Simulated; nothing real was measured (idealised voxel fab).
process module | voxel wiring stack
cross-section cut | 270 nm wide | cells 5 nm
A cross-section is a grid of square cells, given in bands from the top down. A band is one or more rows of cells.
Each band's line starts with the height of the band's top and of its bottom, in nm. Then come its materials from left to right, each with its width in nm. One material with "throughout" fills the band from edge to edge. "air" is empty space.
Height 0 is the level under which the wafer as received is all one material. The lowest band goes on downwards, as in "0 down".
A width such as "30 to 40" changes by the same amount from each row of cells to the next, from the band's top row to its bottom row.
"no change" after a step means that no cell of the cross-section changed.
closed voids: empty space of 8 cells or more with no open way to the top, each as width x height at its distance from the left edge, in nm
after a step's settings: what the simulator itself notes on the step
overlay nm, on a step with a mask: how far to the right of its planned place the mask lay; to the left if negative
plan
1 op RECEIVE | material Si
2 op CONFORMAL_DEP | material SiO2 | thk nm 15
3 op CONFORMAL_DEP | material SiN | thk nm 5
4 op DIRECTIONAL_DEP | material lowk | thk nm 15
5 op PATTERN | tone open | mask id METAL_1 | material resist | width nm 30 | pitch nm 60 | thk nm 20 | overlay nm 0
6 op DIRECTIONAL_ETCH | etch materials lowk | depth nm 15
7 op DIRECTIONAL_ETCH | etch materials SiN | depth nm 5
8 op STRIP | etch materials resist
9 op CONFORMAL_DEP | material TiN | thk nm 5
10 op FILL_DEP | material Cu | thk nm 5
11 op CMP | height nm 35
12 op CONFORMAL_DEP | material SiCN | thk nm 5
13 op DIRECTIONAL_DEP | material lowk | thk nm 30
14 op DIRECTIONAL_DEP | material aC | thk nm 10
15 op PATTERN | tone open | mask id METAL_2 | material resist | width nm 30 | pitch nm 60 | thk nm 25 | overlay nm 0
16 op DIRECTIONAL_ETCH | etch materials aC | depth nm 10
17 op STRIP | etch materials resist
18 op DIRECTIONAL_ETCH | etch materials lowk | depth nm 20
19 op STRIP | etch materials aC
20 op MASKED_ETCH | tone open | mask id METAL_2_HOLES | width nm 15 | pitch nm 60 | etch materials lowk | depth nm 10 | overlay nm 0
21 op MASKED_ETCH | tone open | mask id METAL_2_HOLES | width nm 15 | pitch nm 60 | etch materials SiCN | depth nm 5 | overlay nm 0
22 op CONFORMAL_DEP | material TiN | thk nm 5
23 op FILL_DEP | material Cu | thk nm 5
24 op CMP | height nm 70
25 op CONFORMAL_DEP | material SiCN | thk nm 5
26 op DIRECTIONAL_DEP | material lowk | thk nm 30
27 op DIRECTIONAL_DEP | material aC | thk nm 10
28 op PATTERN | tone open | mask id METAL_3_HOLES | material resist | width nm 15 | pitch nm 120 | thk nm 25 | overlay nm 0
29 op DIRECTIONAL_ETCH | etch materials aC | depth nm 10
30 op STRIP | etch materials resist
31 op DIRECTIONAL_ETCH | etch materials lowk | depth nm 30
32 op STRIP | etch materials aC
33 op DIRECTIONAL_DEP | material aC | thk nm 10
34 op PATTERN | tone open | mask id METAL_3 | material resist | width nm 30 | pitch nm 60 | thk nm 25 | overlay nm 0
35 op DIRECTIONAL_ETCH | etch materials aC | depth nm 10
36 op STRIP | etch materials resist
37 op DIRECTIONAL_ETCH | etch materials lowk | depth nm 15
38 op DIRECTIONAL_ETCH | etch materials SiCN | depth nm 5
39 op STRIP | etch materials aC
40 op CONFORMAL_DEP | material TiN | thk nm 5
41 op FILL_DEP | material Cu | thk nm 5
42 op CMP | height nm 105
43 op CONFORMAL_DEP | material SiCN | thk nm 5
as received, after step 1
  0 down: Si throughout
  closed voids: none
first wafer at the end, as planned
  110 to 105: SiCN throughout
  105 to 95: lowk 30 | TiN 5 | Cu 20 | TiN 5 | lowk 30 | TiN 5 | Cu 20 | TiN 5 | lowk 30 | TiN 5 | Cu 20 | TiN 5 | lowk 30 | TiN 5 | Cu 20 | TiN 5 | lowk 30
  95 to 90: lowk 30 | TiN 5 | Cu 5 | TiN 20 | lowk 30 | TiN 30 | lowk 30 | TiN 5 | Cu 5 | TiN 20 | lowk 30 | TiN 30 | lowk 30
  90 to 75: lowk 30 | TiN 5 | Cu 5 | TiN 5 | lowk 105 | TiN 5 | Cu 5 | TiN 5 | lowk 105
  75 to 70: SiCN 30 | TiN 15 | SiCN 105 | TiN 15 | SiCN 105
  70 to 55: lowk 30 | TiN 5 | Cu 20 | TiN 5 | lowk 30 | TiN 5 | Cu 20 | TiN 5 | lowk 30 | TiN 5 | Cu 20 | TiN 5 | lowk 30 | TiN 5 | Cu 20 | TiN 5 | lowk 30
  55 to 50: lowk 30 | TiN 5 | Cu 5 | TiN 20 | lowk 30 | TiN 5 | Cu 5 | TiN 20 | lowk 30 | TiN 5 | Cu 5 | TiN 20 | lowk 30 | TiN 5 | Cu 5 | TiN 20 | lowk 30
  50 to 40: lowk 30 | TiN 5 | Cu 5 | TiN 5 | lowk 45 | TiN 5 | Cu 5 | TiN 5 | lowk 45 | TiN 5 | Cu 5 | TiN 5 | lowk 45 | TiN 5 | Cu 5 | TiN 5 | lowk 45
  40 to 35: SiCN 30 | TiN 15 | SiCN 45 | TiN 15 | SiCN 45 | TiN 15 | SiCN 45 | TiN 15 | SiCN 45
  35 to 20: lowk 30 | TiN 5 | Cu 20 | TiN 5 | lowk 30 | TiN 5 | Cu 20 | TiN 5 | lowk 30 | TiN 5 | Cu 20 | TiN 5 | lowk 30 | TiN 5 | Cu 20 | TiN 5 | lowk 30
  20 to 15: SiN 30 | TiN 30 | SiN 30 | TiN 30 | SiN 30 | TiN 30 | SiN 30 | TiN 30 | SiN 30
  15 to 0: SiO2 throughout
  0 down: Si throughout
  closed voids: none
second wafer at the end: like start, like plan, one mistake
  110 to 105: SiCN throughout
  105 to 95: lowk 30 | TiN 5 | Cu 20 | TiN 5 | lowk 30 | TiN 5 | Cu 20 | TiN 5 | lowk 30 | TiN 5 | Cu 20 | TiN 5 | lowk 30 | TiN 5 | Cu 20 | TiN 5 | lowk 30
  95 to 90: lowk 30 | TiN 5 | Cu 5 | TiN 20 | lowk 30 | TiN 30 | lowk 30 | TiN 5 | Cu 5 | TiN 20 | lowk 30 | TiN 30 | lowk 30
  90 to 75: lowk 30 | TiN 5 | Cu 5 | TiN 5 | lowk 105 | TiN 5 | Cu 5 | TiN 5 | lowk 105
  75 to 70: SiCN 30 | TiN 15 | SiCN 105 | TiN 15 | SiCN 105
  70 to 55: lowk 30 | SiO2 5 | Cu 20 | SiO2 5 | lowk 30 | SiO2 5 | Cu 20 | SiO2 5 | lowk 30 | SiO2 5 | Cu 20 | SiO2 5 | lowk 30 | SiO2 5 | Cu 20 | SiO2 5 | lowk 30
  55 to 50: lowk 30 | SiO2 5 | Cu 5 | SiO2 20 | lowk 30 | SiO2 5 | Cu 5 | SiO2 20 | lowk 30 | SiO2 5 | Cu 5 | SiO2 20 | lowk 30 | SiO2 5 | Cu 5 | SiO2 20 | lowk 30
  50 to 40: lowk 30 | SiO2 5 | Cu 5 | SiO2 5 | lowk 45 | SiO2 5 | Cu 5 | SiO2 5 | lowk 45 | SiO2 5 | Cu 5 | SiO2 5 | lowk 45 | SiO2 5 | Cu 5 | SiO2 5 | lowk 45
  40 to 35: SiCN 30 | SiO2 15 | SiCN 45 | SiO2 15 | SiCN 45 | SiO2 15 | SiCN 45 | SiO2 15 | SiCN 45
  35 to 20: lowk 30 | TiN 5 | Cu 20 | TiN 5 | lowk 30 | TiN 5 | Cu 20 | TiN 5 | lowk 30 | TiN 5 | Cu 20 | TiN 5 | lowk 30 | TiN 5 | Cu 20 | TiN 5 | lowk 30
  20 to 15: SiN 30 | TiN 30 | SiN 30 | TiN 30 | SiN 30 | TiN 30 | SiN 30 | TiN 30 | SiN 30
  15 to 0: SiO2 throughout
  0 down: Si throughout
  closed voids: none
what went wrong: step 22 ran as: op CONFORMAL_DEP | material SiO2 | thk nm 5
at the end the second wafer has, in cells: 72 more of SiO2 | 72 fewer of TiN
